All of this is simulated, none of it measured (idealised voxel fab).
Process module heading - voxel capacitor over wiring
Xsec cut, 200 nm wide, square cell size 5 nm.
Throughout this document, each cross-section is represented as a grid of square cells and is presented as a sequence of bands enumerated from the top downward, where a band comprises one or more rows of cells.
Heads up on the band format: heights come first, top then bottom, in nm. After that it's the materials left to right, each with its width in nm. A single material flagged "throughout" fills the whole band edge to edge, and "air" means there's empty space there.
Note: height 0 marks the level under which the wafer is uniformly one material as received. Lowest band unbounded below, written "0..down".
The expression "30..40" gives the width at the extremes of the band, the first number at its top row of cells and the second at its bottom row, with the width changing by equal amounts from each row to the next in between.
"remained the same" (step): cross-section cells unchanged, all of them.
What "Encapsulated voids" gives you is every empty space of 8 cells or more that is cut off from the top. Each appears as width x height at distance, with the distance taken from the left edge and width, height and distance all in nm.
Anything after a step's settings on that line? It's the simulator's own note about the step.
A step's line can hold "overlay nm"; with a mask on that step, the setting says how far right of the planned place the mask lay, while a negative setting says it lay to the left.
Note: before/after cross-section pairs follow, one process step per pair, after-side truncated at the lowest changed band, step and settings given beneath. Different runs of this module on the same starting wafer may supply the pairs; a pair continues the one above only where the "Pre-step geometry" entry says so.

-- Pre-step geometry
- 0..down | Si throughout
- Encapsulated voids: none

-- After the Step
- 10..0 | SiO2 throughout
- Everything under 0 stays put, no change at all.
- Encapsulated voids: none
What sits between those two cross-sections? CONFORMAL_DEP with material SiO2, thk nm 10

Pre-step geometry: as shown after the step in the preceding pair, directly above.

-- After the Step
- 15..10 | TiN throughout
- Everything under 10 stays put, no change at all.
- Encapsulated voids: none
What sits between those two cross-sections? DIRECTIONAL_DEP with material TiN, thk nm 5

Pre-step geometry: as shown after the step in the preceding pair, directly above.

-- After the Step
- 30..15 | W throughout
- Everything under 15 stays put, no change at all.
- Encapsulated voids: none
What sits between those two cross-sections? DIRECTIONAL_DEP with material W, thk nm 15

Pre-step geometry: as shown after the step in the preceding pair, directly above.

-- After the Step
- 30..15 | air: 40 | W: 30 | air: 60 | W: 30 | air: 40
- Everything under 15 stays put, no change at all.
- Encapsulated voids: none
What sits between those two cross-sections? MASKED_ETCH with tone cover, mask id METAL_1, width nm 30, pitch nm 90, etch materials W, depth nm 15, overlay nm 0

Pre-step geometry: as shown after the step in the preceding pair, directly above.

-- After the Step
- 30..15 | air: 40 | W: 30 | air: 60 | W: 30 | air: 40
- 15..10 | air: 40 | TiN: 30 | air: 60 | TiN: 30 | air: 40
- Everything under 10 stays put, no change at all.
- Encapsulated voids: none
What sits between those two cross-sections? MASKED_ETCH with tone cover, mask id METAL_1, width nm 30, pitch nm 90, etch materials TiN, depth nm 5, overlay nm 0

Pre-step geometry: as shown after the step in the preceding pair, directly above.

-- After the Step
- 35..30 | air: 35 | SiCN: 40 | air: 50 | SiCN: 40 | air: 35
- 30..15 | air: 35 | SiCN: 5 | W: 30 | SiCN: 5 | air: 50 | SiCN: 5 | W: 30 | SiCN: 5 | air: 35
- 15..10 | SiCN: 40 | TiN: 30 | SiCN: 60 | TiN: 30 | SiCN: 40
- Everything under 10 stays put, no change at all.
- Encapsulated voids: none
What sits between those two cross-sections? CONFORMAL_DEP with material SiCN, thk nm 5

Pre-step geometry: as shown after the step in the preceding pair, directly above.

-- After the Step
- 45..35 | lowk throughout
- 35..30 | lowk: 35 | SiCN: 40 | lowk: 50 | SiCN: 40 | lowk: 35
- 30..15 | lowk: 35 | SiCN: 5 | W: 30 | SiCN: 5 | lowk: 50 | SiCN: 5 | W: 30 | SiCN: 5 | lowk: 35
- Everything under 15 stays put, no change at all.
- Encapsulated voids: none
What sits between those two cross-sections? FILL_DEP with material lowk, thk nm 10

Pre-step geometry: as shown after the step in the preceding pair, directly above.

-- After the Step
- 30..15 | lowk: 35 | SiCN: 5 | W: 30 | SiCN: 5 | lowk: 50 | SiCN: 5 | W: 30 | SiCN: 5 | lowk: 35
- Everything under 15 stays put, no change at all.
- Encapsulated voids: none
What sits between those two cross-sections? CMP with height nm 30

Pre-step geometry: as shown after the step in the preceding pair, directly above.

-- After the Step
- 35..30 | SiCN throughout
- Everything under 30 stays put, no change at all.
- Encapsulated voids: none
What sits between those two cross-sections? CONFORMAL_DEP with material SiCN, thk nm 5

Pre-step geometry: as shown after the step in the preceding pair, directly above.

-- After the Step
- 45..35 | lowk throughout
- Everything under 35 stays put, no change at all.
- Encapsulated voids: none
What sits between those two cross-sections? DIRECTIONAL_DEP with material lowk, thk nm 10

Pre-step geometry: as shown after the step in the preceding pair, directly above.

-- After the Step
- 60..45 | resist: 55 | air: 15 | resist: 130
- Everything under 45 stays put, no change at all.
- Encapsulated voids: none
What sits between those two cross-sections? PATTERN with tone open, mask id PLUG_1, material resist, width nm 15, thk nm 15, overlay nm 0

Pre-step geometry: as shown after the step in the preceding pair, directly above.

-- After the Step
- 60..45 | resist: 55 | air: 15 | resist: 130
- 45..35 | lowk: 55 | air: 15 | lowk: 130
- Everything under 35 stays put, no change at all.
- Encapsulated voids: none
What sits between those two cross-sections? DIRECTIONAL_ETCH with etch materials lowk, depth nm 10

Pre-step geometry: as shown after the step in the preceding pair, directly above.

-- After the Step
- 60..45 | resist: 55 | air: 15 | resist: 130
- 45..35 | lowk: 55 | air: 15 | lowk: 130
- 35..30 | SiCN: 55 | air: 15 | SiCN: 130
- Everything under 30 stays put, no change at all.
- Encapsulated voids: none
What sits between those two cross-sections? DIRECTIONAL_ETCH with etch materials SiCN, depth nm 5

Pre-step geometry: as shown after the step in the preceding pair, directly above.

-- After the Step
- 45..35 | lowk: 55 | air: 15 | lowk: 130
- Everything under 35 stays put, no change at all.
- Encapsulated voids: none
What sits between those two cross-sections? STRIP with etch materials resist

Pre-step geometry: as shown after the step in the preceding pair, directly above.

-- After the Step
- 45..40 | lowk: 55 | air: 15 | lowk: 130
- 40..35 | lowk: 55 | Ru: 15 | lowk: 130
- 35..30 | SiCN: 55 | Ru: 15 | SiCN: 130
- Everything under 30 stays put, no change at all.
- Encapsulated voids: none
What sits between those two cross-sections? EPI with material Ru, thk nm 10

Pre-step geometry: as shown after the step in the preceding pair, directly above.

-- After the Step
- 45..35 | lowk: 55 | Ru: 15 | lowk: 130
- Everything under 35 stays put, no change at all.
- Encapsulated voids: none
What sits between those two cross-sections? EPI with material Ru, thk nm 5

Pre-step geometry: as shown after the step in the preceding pair, directly above.

-- After the Step
- 50..45 | TiN throughout
- Everything under 45 stays put, no change at all.
- Encapsulated voids: none
What sits between those two cross-sections? DIRECTIONAL_DEP with material TiN, thk nm 5

Pre-step geometry: as shown after the step in the preceding pair, directly above.

-- After the Step
- 55..50 | HfO2 throughout
- Everything under 50 stays put, no change at all.
- Encapsulated voids: none
What sits between those two cross-sections? DIRECTIONAL_DEP with material HfO2, thk nm 5

Pre-step geometry: as shown after the step in the preceding pair, directly above.

-- After the Step
- 65..55 | TiN throughout
- Everything under 55 stays put, no change at all.
- Encapsulated voids: none
What sits between those two cross-sections? DIRECTIONAL_DEP with material TiN, thk nm 10

Pre-step geometry: as shown after the step in the preceding pair, directly above.

-- After the Step
- 75..65 | aC throughout
- Everything under 65 stays put, no change at all.
- Encapsulated voids: none
What sits between those two cross-sections? DIRECTIONAL_DEP with material aC, thk nm 10

Pre-step geometry: as shown after the step in the preceding pair, directly above.

-- After the Step
- 100..75 | air: 55 | resist: 65 | air: 80
- Everything under 75 stays put, no change at all.
- Encapsulated voids: none
What sits between those two cross-sections? PATTERN with tone cover, mask id UPPER_PLATE, material resist, width nm 65, thk nm 25, overlay nm 0

Pre-step geometry: as shown after the step in the preceding pair, directly above.

-- After the Step
- 90..75 | air: 55 | resist: 65 | air: 80
- 75..65 | air: 55 | aC: 65 | air: 80
- Everything under 65 stays put, no change at all.
- Encapsulated voids: none
What sits between those two cross-sections? DIRECTIONAL_ETCH with etch materials aC, depth nm 10

Pre-step geometry: as shown after the step in the preceding pair, directly above.

-- After the Step
- 75..65 | air: 55 | aC: 65 | air: 80
- Everything under 65 stays put, no change at all.
- Encapsulated voids: none
What sits between those two cross-sections? STRIP with etch materials resist

Pre-step geometry: as shown after the step in the preceding pair, directly above.

-- After the Step
- 75..65 | air: 55 | aC: 65 | air: 80
- 65..55 | air: 55 | TiN: 65 | air: 80
- Everything under 55 stays put, no change at all.
- Encapsulated voids: none
What sits between those two cross-sections? DIRECTIONAL_ETCH with etch materials TiN, depth nm 10

Pre-step geometry: as shown after the step in the preceding pair, directly above.

-- After the Step
- 75..65 | air: 55 | aC: 65 | air: 80
- 65..55 | air: 55 | TiN: 65 | air: 80
- 55..50 | air: 55 | HfO2: 65 | air: 80
- Everything under 50 stays put, no change at all.
- Encapsulated voids: none
What sits between those two cross-sections? DIRECTIONAL_ETCH with etch materials HfO2, depth nm 5

Pre-step geometry: as shown after the step in the preceding pair, directly above.

-- After the Step
- 65..55 | air: 55 | TiN: 65 | air: 80
- Everything under 55 stays put, no change at all.
- Encapsulated voids: none
What sits between those two cross-sections? STRIP with etch materials aC

Pre-step geometry: as shown after the step in the preceding pair, directly above.

-- After the Step
- 85..65 | air: 50 | resist: 75 | air: 75
- 65..55 | air: 50 | resist: 5 | TiN: 65 | resist: 5 | air: 75
- 55..50 | air: 50 | resist: 5 | HfO2: 65 | resist: 5 | air: 75
- Everything under 50 stays put, no change at all.
- Encapsulated voids: none
What sits between those two cross-sections? PATTERN with tone cover, mask id LOWER_PLATE, material resist, width nm 75, thk nm 20, overlay nm 0

Pre-step geometry: as shown after the step in the preceding pair, directly above.

-- After the Step
- 85..65 | air: 50 | resist: 75 | air: 75
- 65..55 | air: 50 | resist: 5 | TiN: 65 | resist: 5 | air: 75
- 55..50 | air: 50 | resist: 5 | HfO2: 65 | resist: 5 | air: 75
- 50..45 | air: 50 | TiN: 75 | air: 75
- Everything under 45 stays put, no change at all.
- Encapsulated voids: none
What sits between those two cross-sections? DIRECTIONAL_ETCH with etch materials TiN, depth nm 5

Pre-step geometry: as shown after the step in the preceding pair, directly above.

-- After the Step
- 65..55 | air: 55 | TiN: 65 | air: 80
- 55..50 | air: 55 | HfO2: 65 | air: 80
- Everything under 50 stays put, no change at all.
- Encapsulated voids: none
What sits between those two cross-sections? STRIP with etch materials resist

Pre-step geometry: as shown after the step in the preceding pair, directly above.

-- After the Step
- 85..65 | SiO2 throughout
- 65..55 | SiO2: 55 | TiN: 65 | SiO2: 80
- 55..50 | SiO2: 55 | HfO2: 65 | SiO2: 80
- 50..45 | SiO2: 50 | TiN: 75 | SiO2: 75
- Everything under 45 stays put, no change at all.
- Encapsulated voids: none
What sits between those two cross-sections? FILL_DEP with material SiO2, thk nm 20

Pre-step geometry: as shown after the step in the preceding pair, directly above.

-- After the Step
- 80..65 | SiO2 throughout
- Everything under 65 stays put, no change at all.
- Encapsulated voids: none
What sits between those two cross-sections? CMP with height nm 80

Pre-step geometry: as shown after the step in the preceding pair, directly above.

-- After the Step
- 90..80 | aC throughout
- Everything under 80 stays put, no change at all.
- Encapsulated voids: none
What sits between those two cross-sections? DIRECTIONAL_DEP with material aC, thk nm 10

Pre-step geometry: as shown after the step in the preceding pair, directly above.

-- After the Step
- 120..90 | resist: 65 | air: 15 | resist: 120
- Everything under 90 stays put, no change at all.
- Encapsulated voids: none
What sits between those two cross-sections? PATTERN with tone open, mask id PLUG_2, material resist, width nm 15, thk nm 30, overlay nm 0

Pre-step geometry: as shown after the step in the preceding pair, directly above.

-- After the Step
- 110..90 | resist: 65 | air: 15 | resist: 120
- 90..80 | aC: 65 | air: 15 | aC: 120
- Everything under 80 stays put, no change at all.
- Encapsulated voids: none
What sits between those two cross-sections? DIRECTIONAL_ETCH with etch materials aC, depth nm 10

Pre-step geometry: as shown after the step in the preceding pair, directly above.

-- After the Step
- 90..80 | aC: 65 | air: 15 | aC: 120
- Everything under 80 stays put, no change at all.
- Encapsulated voids: none
What sits between those two cross-sections? STRIP with etch materials resist

Pre-step geometry: as shown after the step in the preceding pair, directly above.

-- After the Step
- 90..80 | aC: 65 | air: 15 | aC: 120
- 80..65 | SiO2: 65 | air: 15 | SiO2: 120
- Everything under 65 stays put, no change at all.
- Encapsulated voids: none
What sits between those two cross-sections? DIRECTIONAL_ETCH with etch materials SiO2, depth nm 15

Pre-step geometry: as shown after the step in the preceding pair, directly above.

-- After the Step
- 80..65 | SiO2: 65 | air: 15 | SiO2: 120
- Everything under 65 stays put, no change at all.
- Encapsulated voids: none
What sits between those two cross-sections? STRIP with etch materials aC

Pre-step geometry: as shown after the step in the preceding pair, directly above.

-- After the Step
- 85..80 | TiN: 70 | air: 5 | TiN: 125
- 80..70 | SiO2: 65 | TiN: 5 | air: 5 | TiN: 5 | SiO2: 120
- 70..65 | SiO2: 65 | TiN: 15 | SiO2: 120
- Everything under 65 stays put, no change at all.
- Encapsulated voids: none
What sits between those two cross-sections? CONFORMAL_DEP with material TiN, thk nm 5

Pre-step geometry: as shown after the step in the preceding pair, directly above.

-- After the Step
- 90..85 | Cu throughout
- 85..80 | TiN: 70 | Cu: 5 | TiN: 125
- 80..70 | SiO2: 65 | TiN: 5 | Cu: 5 | TiN: 5 | SiO2: 120
- Everything under 70 stays put, no change at all.
- Encapsulated voids: none
What sits between those two cross-sections? FILL_DEP with material Cu, thk nm 5

Pre-step geometry: as shown after the step in the preceding pair, directly above.

-- After the Step
- 80..70 | SiO2: 65 | TiN: 5 | Cu: 5 | TiN: 5 | SiO2: 120
- Everything under 70 stays put, no change at all.
- Encapsulated voids: none
What sits between those two cross-sections? CMP with height nm 80

Pre-step geometry: as shown after the step in the preceding pair, directly above.

-- After the Step
- 85..80 | SiCN throughout
- Everything under 80 stays put, no change at all.
- Encapsulated voids: none
What sits between those two cross-sections? CONFORMAL_DEP with material SiCN, thk nm 5

-- Pre-step geometry
- 45..35 | lowk: 55 | Ru: 15 | lowk: 130
- 35..30 | SiCN: 55 | Ru: 15 | SiCN: 130
- 30..15 | lowk: 35 | SiCN: 5 | W: 30 | SiCN: 5 | lowk: 50 | SiCN: 5 | W: 30 | SiCN: 5 | lowk: 35
- 15..10 | SiCN: 40 | TiN: 30 | SiCN: 60 | TiN: 30 | SiCN: 40
- 10..0 | SiO2 throughout
- 0..down | Si throughout
- Encapsulated voids: none

-- After the Step
- 50..45 | HfO2 throughout
- Everything under 45 stays put, no change at all.
- Encapsulated voids: none
What sits between those two cross-sections? DIRECTIONAL_DEP with material HfO2, thk nm 5

Pre-step geometry: as shown after the step in the preceding pair, directly above.

-- After the Step
- 60..50 | TiN throughout
- Everything under 50 stays put, no change at all.
- Encapsulated voids: none
What sits between those two cross-sections? DIRECTIONAL_DEP with material TiN, thk nm 10

Pre-step geometry: as shown after the step in the preceding pair, directly above.

-- After the Step
- 70..60 | aC throughout
- Everything under 60 stays put, no change at all.
- Encapsulated voids: none
What sits between those two cross-sections? DIRECTIONAL_DEP with material aC, thk nm 10

Pre-step geometry: as shown after the step in the preceding pair, directly above.

-- After the Step
- 95..70 | air: 55 | resist: 65 | air: 80
- Everything under 70 stays put, no change at all.
- Encapsulated voids: none
What sits between those two cross-sections? PATTERN with tone cover, mask id UPPER_PLATE, material resist, width nm 65, thk nm 25, overlay nm 0

Pre-step geometry: as shown after the step in the preceding pair, directly above.

-- After the Step
- 85..70 | air: 55 | resist: 65 | air: 80
- 70..60 | air: 55 | aC: 65 | air: 80
- Everything under 60 stays put, no change at all.
- Encapsulated voids: none
What sits between those two cross-sections? DIRECTIONAL_ETCH with etch materials aC, depth nm 10

Pre-step geometry: as shown after the step in the preceding pair, directly above.

-- After the Step
- 70..60 | air: 55 | aC: 65 | air: 80
- Everything under 60 stays put, no change at all.
- Encapsulated voids: none
What sits between those two cross-sections? STRIP with etch materials resist

Pre-step geometry: as shown after the step in the preceding pair, directly above.

-- After the Step
- 70..60 | air: 55 | aC: 65 | air: 80
- 60..50 | air: 55 | TiN: 65 | air: 80
- Everything under 50 stays put, no change at all.
- Encapsulated voids: none
What sits between those two cross-sections? DIRECTIONAL_ETCH with etch materials TiN, depth nm 10

Pre-step geometry: as shown after the step in the preceding pair, directly above.

-- After the Step
- 70..60 | air: 55 | aC: 65 | air: 80
- 60..50 | air: 55 | TiN: 65 | air: 80
- 50..45 | air: 55 | HfO2: 65 | air: 80
- Everything under 45 stays put, no change at all.
- Encapsulated voids: none
What sits between those two cross-sections? DIRECTIONAL_ETCH with etch materials HfO2, depth nm 5

Pre-step geometry: as shown after the step in the preceding pair, directly above.

-- After the Step
- 60..50 | air: 55 | TiN: 65 | air: 80
- Everything under 50 stays put, no change at all.
- Encapsulated voids: none
What sits between those two cross-sections? STRIP with etch materials aC

Pre-step geometry: as shown after the step in the preceding pair, directly above.

-- After the Step
- 80..60 | air: 50 | resist: 75 | air: 75
- 60..50 | air: 50 | resist: 5 | TiN: 65 | resist: 5 | air: 75
- 50..45 | air: 50 | resist: 5 | HfO2: 65 | resist: 5 | air: 75
- Everything under 45 stays put, no change at all.
- Encapsulated voids: none
What sits between those two cross-sections? PATTERN with tone cover, mask id LOWER_PLATE, material resist, width nm 75, thk nm 20, overlay nm 0

Pre-step geometry: as shown after the step in the preceding pair, directly above.

-- After the Step
- 60..50 | air: 55 | TiN: 65 | air: 80
- 50..45 | air: 55 | HfO2: 65 | air: 80
- Everything under 45 stays put, no change at all.
- Encapsulated voids: none
What sits between those two cross-sections? STRIP with etch materials resist

Pre-step geometry: as shown after the step in the preceding pair, directly above.

-- After the Step
- 80..60 | SiO2 throughout
- 60..50 | SiO2: 55 | TiN: 65 | SiO2: 80
- 50..45 | SiO2: 55 | HfO2: 65 | SiO2: 80
- Everything under 45 stays put, no change at all.
- Encapsulated voids: none
What sits between those two cross-sections? FILL_DEP with material SiO2, thk nm 20

Pre-step geometry: as shown after the step in the preceding pair, directly above.

-- After the Step
- 90..80 | aC throughout
- Everything under 80 stays put, no change at all.
- Encapsulated voids: none
What sits between those two cross-sections? DIRECTIONAL_DEP with material aC, thk nm 10

Pre-step geometry: as shown after the step in the preceding pair, directly above.

-- After the Step
- 120..90 | resist: 65 | air: 15 | resist: 120
- Everything under 90 stays put, no change at all.
- Encapsulated voids: none
What sits between those two cross-sections? PATTERN with tone open, mask id PLUG_2, material resist, width nm 15, thk nm 30, overlay nm 0

Pre-step geometry: as shown after the step in the preceding pair, directly above.

-- After the Step
- 110..90 | resist: 65 | air: 15 | resist: 120
- 90..80 | aC: 65 | air: 15 | aC: 120
- Everything under 80 stays put, no change at all.
- Encapsulated voids: none
What sits between those two cross-sections? DIRECTIONAL_ETCH with etch materials aC, depth nm 10

Pre-step geometry: as shown after the step in the preceding pair, directly above.

-- After the Step
- 90..80 | aC: 65 | air: 15 | aC: 120
- Everything under 80 stays put, no change at all.
- Encapsulated voids: none
What sits between those two cross-sections? STRIP with etch materials resist

Pre-step geometry: as shown after the step in the preceding pair, directly above.

-- After the Step
- 90..80 | aC: 65 | air: 15 | aC: 120
- 80..65 | SiO2: 65 | air: 15 | SiO2: 120
- Everything under 65 stays put, no change at all.
- Encapsulated voids: none
What sits between those two cross-sections? DIRECTIONAL_ETCH with etch materials SiO2, depth nm 15

Pre-step geometry: as shown after the step in the preceding pair, directly above.

-- After the Step
- 80..65 | SiO2: 65 | air: 15 | SiO2: 120
- Everything under 65 stays put, no change at all.
- Encapsulated voids: none
What sits between those two cross-sections? STRIP with etch materials aC

Pre-step geometry: as shown after the step in the preceding pair, directly above.

-- After the Step
- 85..80 | TiN: 70 | air: 5 | TiN: 125
- 80..70 | SiO2: 65 | TiN: 5 | air: 5 | TiN: 5 | SiO2: 120
- 70..65 | SiO2: 65 | TiN: 15 | SiO2: 120
- Everything under 65 stays put, no change at all.
- Encapsulated voids: none
What sits between those two cross-sections? CONFORMAL_DEP with material TiN, thk nm 5

Pre-step geometry: as shown after the step in the preceding pair, directly above.

-- After the Step
- 90..85 | Cu throughout
- 85..80 | TiN: 70 | Cu: 5 | TiN: 125
- 80..70 | SiO2: 65 | TiN: 5 | Cu: 5 | TiN: 5 | SiO2: 120
- Everything under 70 stays put, no change at all.
- Encapsulated voids: none
What sits between those two cross-sections? FILL_DEP with material Cu, thk nm 5

Pre-step geometry: as shown after the step in the preceding pair, directly above.

-- After the Step
- 80..70 | SiO2: 65 | TiN: 5 | Cu: 5 | TiN: 5 | SiO2: 120
- Everything under 70 stays put, no change at all.
- Encapsulated voids: none
What sits between those two cross-sections? CMP with height nm 80

Pre-step geometry: as shown after the step in the preceding pair, directly above.

-- After the Step
- 85..80 | SiCN throughout
- Everything under 80 stays put, no change at all.
- Encapsulated voids: none
What sits between those two cross-sections? CONFORMAL_DEP with material SiCN, thk nm 5

-- Pre-step geometry
- 45..40 | lowk: 55 | air: 15 | lowk: 130
- 40..35 | lowk: 55 | Ru: 15 | lowk: 130
- 35..30 | SiCN: 55 | Ru: 15 | SiCN: 130
- 30..15 | lowk: 35 | SiCN: 5 | W: 30 | SiCN: 5 | lowk: 50 | SiCN: 5 | W: 30 | SiCN: 5 | lowk: 35
- 15..10 | SiCN: 40 | TiN: 30 | SiCN: 60 | TiN: 30 | SiCN: 40
- 10..0 | SiO2 throughout
- 0..down | Si throughout
- Encapsulated voids: none

-- After the Step
- 50..45 | air: 50 | Ru: 25 | air: 125
- 45..35 | lowk: 55 | Ru: 15 | lowk: 130
- Everything under 35 stays put, no change at all.
- Encapsulated voids: none
What sits between those two cross-sections? EPI with material Ru, thk nm 10

Pre-step geometry: as shown after the step in the preceding pair, directly above.

-- After the Step
- 55..45 | air: 45 | Ru: 35 | air: 120
- Everything under 45 stays put, no change at all.
- Encapsulated voids: none
What sits between those two cross-sections? EPI with material Ru, thk nm 5

Pre-step geometry: as shown after the step in the preceding pair, directly above.

-- After the Step
- 60..55 | air: 45 | TiN: 35 | air: 120
- 55..50 | air: 45 | Ru: 35 | air: 120
- 50..45 | TiN: 45 | Ru: 35 | TiN: 120
- Everything under 45 stays put, no change at all.
- Encapsulated voids: none
What sits between those two cross-sections? DIRECTIONAL_DEP with material TiN, thk nm 5

Pre-step geometry: as shown after the step in the preceding pair, directly above.

-- After the Step
- 65..60 | air: 45 | HfO2: 35 | air: 120
- 60..55 | air: 45 | TiN: 35 | air: 120
- 55..50 | HfO2: 45 | Ru: 35 | HfO2: 120
- Everything under 50 stays put, no change at all.
- Encapsulated voids: none
What sits between those two cross-sections? DIRECTIONAL_DEP with material HfO2, thk nm 5

Pre-step geometry: as shown after the step in the preceding pair, directly above.

-- After the Step
- 75..65 | air: 45 | TiN: 35 | air: 120
- 65..60 | TiN: 45 | HfO2: 35 | TiN: 120
- 60..55 | TiN throughout
- Everything under 55 stays put, no change at all.
- Encapsulated voids: none
What sits between those two cross-sections? DIRECTIONAL_DEP with material TiN, thk nm 10

Pre-step geometry: as shown after the step in the preceding pair, directly above.

-- After the Step
- 85..75 | air: 45 | aC: 35 | air: 120
- 75..65 | aC: 45 | TiN: 35 | aC: 120
- Everything under 65 stays put, no change at all.
- Encapsulated voids: none
What sits between those two cross-sections? DIRECTIONAL_DEP with material aC, thk nm 10

Pre-step geometry: as shown after the step in the preceding pair, directly above.

-- After the Step
- 110..85 | air: 55 | resist: 65 | air: 80
- 85..75 | air: 45 | aC: 35 | resist: 40 | air: 80
- Everything under 75 stays put, no change at all.
- Encapsulated voids: none
What sits between those two cross-sections? PATTERN with tone cover, mask id UPPER_PLATE, material resist, width nm 65, thk nm 25, overlay nm 0

Pre-step geometry: as shown after the step in the preceding pair, directly above.

-- After the Step
- 100..85 | air: 55 | resist: 65 | air: 80
- 85..75 | air: 55 | aC: 25 | resist: 40 | air: 80
- 75..65 | air: 45 | TiN: 35 | aC: 40 | air: 80
- Everything under 65 stays put, no change at all.
- Encapsulated voids: none
What sits between those two cross-sections? DIRECTIONAL_ETCH with etch materials aC, depth nm 10

Pre-step geometry: as shown after the step in the preceding pair, directly above.

-- After the Step
- 85..75 | air: 55 | aC: 25 | air: 120
- Everything under 75 stays put, no change at all.
- Encapsulated voids: none
What sits between those two cross-sections? STRIP with etch materials resist

Pre-step geometry: as shown after the step in the preceding pair, directly above.

-- After the Step
- 85..75 | air: 55 | aC: 25 | air: 120
- 75..65 | air: 55 | TiN: 25 | aC: 40 | air: 80
- 65..60 | air: 45 | HfO2: 35 | TiN: 40 | air: 80
- 60..55 | air: 45 | TiN: 75 | air: 80
- Everything under 55 stays put, no change at all.
- Encapsulated voids: none
What sits between those two cross-sections? DIRECTIONAL_ETCH with etch materials TiN, depth nm 10

Pre-step geometry: as shown after the step in the preceding pair, directly above.

-- After the Step
- 85..75 | air: 55 | aC: 25 | air: 120
- 75..65 | air: 55 | TiN: 25 | aC: 40 | air: 80
- 65..60 | air: 55 | HfO2: 25 | TiN: 40 | air: 80
- 60..55 | air: 45 | TiN: 75 | air: 80
- 55..50 | air: 45 | Ru: 35 | HfO2: 40 | air: 80
- Everything under 50 stays put, no change at all.
- Encapsulated voids: none
What sits between those two cross-sections? DIRECTIONAL_ETCH with etch materials HfO2, depth nm 5

Pre-step geometry: as shown after the step in the preceding pair, directly above.

-- After the Step
- 75..65 | air: 55 | TiN: 25 | air: 120
- Everything under 65 stays put, no change at all.
- Encapsulated voids: none
What sits between those two cross-sections? STRIP with etch materials aC

Pre-step geometry: as shown after the step in the preceding pair, directly above.

-- After the Step
- 95..75 | air: 50 | resist: 75 | air: 75
- 75..65 | air: 50 | resist: 5 | TiN: 25 | resist: 45 | air: 75
- 65..60 | air: 50 | resist: 5 | HfO2: 25 | TiN: 40 | resist: 5 | air: 75
- 60..55 | air: 45 | TiN: 75 | resist: 5 | air: 75
- 55..50 | air: 45 | Ru: 35 | HfO2: 40 | resist: 5 | air: 75
- Everything under 50 stays put, no change at all.
- Encapsulated voids: none
What sits between those two cross-sections? PATTERN with tone cover, mask id LOWER_PLATE, material resist, width nm 75, thk nm 20, overlay nm 0

Pre-step geometry: as shown after the step in the preceding pair, directly above.

-- After the Step
- 95..75 | air: 50 | resist: 75 | air: 75
- 75..65 | air: 50 | resist: 5 | TiN: 25 | resist: 45 | air: 75
- 65..60 | air: 50 | resist: 5 | HfO2: 25 | TiN: 40 | resist: 5 | air: 75
- 60..55 | air: 50 | TiN: 70 | resist: 5 | air: 75
- 55..50 | air: 45 | Ru: 35 | HfO2: 40 | resist: 5 | air: 75
- 50..45 | air: 45 | Ru: 35 | TiN: 45 | air: 75
- Everything under 45 stays put, no change at all.
- Encapsulated voids: none
What sits between those two cross-sections? DIRECTIONAL_ETCH with etch materials TiN, depth nm 5

Pre-step geometry: as shown after the step in the preceding pair, directly above.

-- After the Step
- 75..65 | air: 55 | TiN: 25 | air: 120
- 65..60 | air: 55 | HfO2: 25 | TiN: 40 | air: 80
- 60..55 | air: 50 | TiN: 70 | air: 80
- 55..50 | air: 45 | Ru: 35 | HfO2: 40 | air: 80
- Everything under 50 stays put, no change at all.
- Encapsulated voids: none
What sits between those two cross-sections? STRIP with etch materials resist

Pre-step geometry: as shown after the step in the preceding pair, directly above.

-- After the Step
- 95..75 | SiO2 throughout
- 75..65 | SiO2: 55 | TiN: 25 | SiO2: 120
- 65..60 | SiO2: 55 | HfO2: 25 | TiN: 40 | SiO2: 80
- 60..55 | SiO2: 50 | TiN: 70 | SiO2: 80
- 55..50 | SiO2: 45 | Ru: 35 | HfO2: 40 | SiO2: 80
- 50..45 | SiO2: 45 | Ru: 35 | TiN: 45 | SiO2: 75
- Everything under 45 stays put, no change at all.
- Encapsulated voids: none
What sits between those two cross-sections? FILL_DEP with material SiO2, thk nm 20

Pre-step geometry: as shown after the step in the preceding pair, directly above.

-- After the Step
- 80..75 | SiO2 throughout
- Everything under 75 stays put, no change at all.
- Encapsulated voids: none
What sits between those two cross-sections? CMP with height nm 80

Pre-step geometry: as shown after the step in the preceding pair, directly above.

-- After the Step
- 90..80 | aC throughout
- Everything under 80 stays put, no change at all.
- Encapsulated voids: none
What sits between those two cross-sections? DIRECTIONAL_DEP with material aC, thk nm 10

Pre-step geometry: as shown after the step in the preceding pair, directly above.

-- After the Step
- 120..90 | resist: 65 | air: 15 | resist: 120
- Everything under 90 stays put, no change at all.
- Encapsulated voids: none
What sits between those two cross-sections? PATTERN with tone open, mask id PLUG_2, material resist, width nm 15, thk nm 30, overlay nm 0

Pre-step geometry: as shown after the step in the preceding pair, directly above.

-- After the Step
- 110..90 | resist: 65 | air: 15 | resist: 120
- 90..80 | aC: 65 | air: 15 | aC: 120
- Everything under 80 stays put, no change at all.
- Encapsulated voids: none
What sits between those two cross-sections? DIRECTIONAL_ETCH with etch materials aC, depth nm 10

Pre-step geometry: as shown after the step in the preceding pair, directly above.

-- After the Step
- 90..80 | aC: 65 | air: 15 | aC: 120
- Everything under 80 stays put, no change at all.
- Encapsulated voids: none
What sits between those two cross-sections? STRIP with etch materials resist

Pre-step geometry: as shown after the step in the preceding pair, directly above.

-- After the Step
- 90..80 | aC: 65 | air: 15 | aC: 120
- 80..75 | SiO2: 65 | air: 15 | SiO2: 120
- Everything under 75 stays put, no change at all.
- Encapsulated voids: none
What sits between those two cross-sections? DIRECTIONAL_ETCH with etch materials SiO2, depth nm 15

Pre-step geometry: as shown after the step in the preceding pair, directly above.

-- After the Step
- 80..75 | SiO2: 65 | air: 15 | SiO2: 120
- Everything under 75 stays put, no change at all.
- Encapsulated voids: none
What sits between those two cross-sections? STRIP with etch materials aC

Pre-step geometry: as shown after the step in the preceding pair, directly above.

-- After the Step
- 85..80 | TiN: 70 | air: 5 | TiN: 125
- 80..75 | SiO2: 65 | TiN: 15 | SiO2: 120
- Everything under 75 stays put, no change at all.
- Encapsulated voids: none
What sits between those two cross-sections? CONFORMAL_DEP with material TiN, thk nm 5

Pre-step geometry: as shown after the step in the preceding pair, directly above.

-- After the Step
- 90..85 | Cu throughout
- 85..80 | TiN: 70 | Cu: 5 | TiN: 125
- Everything under 80 stays put, no change at all.
- Encapsulated voids: none
What sits between those two cross-sections? FILL_DEP with material Cu, thk nm 5

Pre-step geometry: as shown after the step in the preceding pair, directly above.

-- After the Step
- 80..75 | SiO2: 65 | TiN: 15 | SiO2: 120
- Everything under 75 stays put, no change at all.
- Encapsulated voids: none
What sits between those two cross-sections? CMP with height nm 80
